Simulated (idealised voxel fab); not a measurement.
The process module presented herein is designated voxel gate over fins.
The cross-section on display is named cut; it measures 155 nm wide, and its cells are 5 nm squares.
If you're reading a cross-section in this doc, picture square cells in a grid; it comes to you as bands, top ones listed first down to the bottom, and a band can be one or more rows of cells.
Band: top and bottom heights (nm) first, top before bottom; then materials from left to right, widths in nm. "everywhere" marks a sole material filling the band edge to edge. "empty" denotes empty space.
Basically, 0 is our baseline, since under it the wafer straight out of the box is all one material. The bottom band has no lower end and keeps on going down, so it looks like "top 0, no bottom".
When a width is written as two numbers, as in "30->40", the first number is the width in the top row of cells of the band and the second is the width in its bottom row, and the width changes by the same amount from each row to the next.
"no change" after a step means that no cell of the cross-section changed.
"Enclosed empty spaces" specifies each empty space that is not open to the top and that occupies no fewer than 8 cells, using the form width x height at distance, the distance measured from the left edge and all three quantities in nm.
Text after the settings on a step's line: the simulator's own remark on that step.
Steps that use a mask can have "overlay nm" on their line. It says how far the mask sat to the right of where it was meant to be. Negative means to the left.

-- The process steps that were planned are listed below
1,RECEIVE with material Si
2,CONFORMAL_DEP with material SiN, thk nm 10
3,MASKED_ETCH with tone cover, mask id FINS, width nm 15, pitch nm 40, etch materials SiN, depth nm 10, overlay nm 0
4,MASKED_ETCH with tone cover, mask id FINS, width nm 15, pitch nm 40, etch materials Si, depth nm 40, overlay nm -15
5,OXIDIZE with depth nm 5
6,FILL_DEP with material SiO2, thk nm 10
7,CMP with height nm 10
8,SELECTIVE_ETCH with etch materials SiO2, depth nm 25
9,STRIP with etch materials SiN
10,CONFORMAL_DEP with material HfO2, thk nm 5
11,CONFORMAL_DEP with material TiN, thk nm 5
12,CONFORMAL_DEP with material TiAl, thk nm 5
13,CONFORMAL_DEP with material TiN, thk nm 5
14,FILL_DEP with material W, thk nm 10
15,CMP with height nm 25
16,CONFORMAL_DEP with material SiCN, thk nm 5
varied across the wafers: overlay nm of step 4. The plan shows the first wafer's value. All wafers start alike

-- Sectional view: first of several wafers, as received, after step 1
- top 0, no bottom | Si everywhere
- Enclosed empty spaces: none

-- Take any row and you have a wafer at the end of the module: how many cells of each material it has gained (+) or lost (-) since it was received, and then its closed voids
overlay nm -15, +43 HfO2, -213 Si, +31 SiCN, +138 SiO2, +39 TiAl, +81 TiN, +67 W, Enclosed empty spaces: none
overlay nm -10, +43 HfO2, -229 Si, +31 SiCN, +150 SiO2, +41 TiAl, +81 TiN, +69 W, Enclosed empty spaces: none
overlay nm -5, +43 HfO2, -245 Si, +31 SiCN, +162 SiO2, +43 TiAl, +81 TiN, +71 W, Enclosed empty spaces: none
overlay nm 0, +43 HfO2, -261 Si, +31 SiCN, +174 SiO2, +43 TiAl, +83 TiN, +73 W, Enclosed empty spaces: none
overlay nm 5, +43 HfO2, -245 Si, +31 SiCN, +162 SiO2, +43 TiAl, +81 TiN, +71 W, Enclosed empty spaces: none
overlay nm 10, +43 HfO2, -229 Si, +31 SiCN, +150 SiO2, +41 TiAl, +81 TiN, +69 W, Enclosed empty spaces: none
overlay nm 15, +43 HfO2, -213 Si, +31 SiCN, +138 SiO2, +39 TiAl, +81 TiN, +67 W, Enclosed empty spaces: none
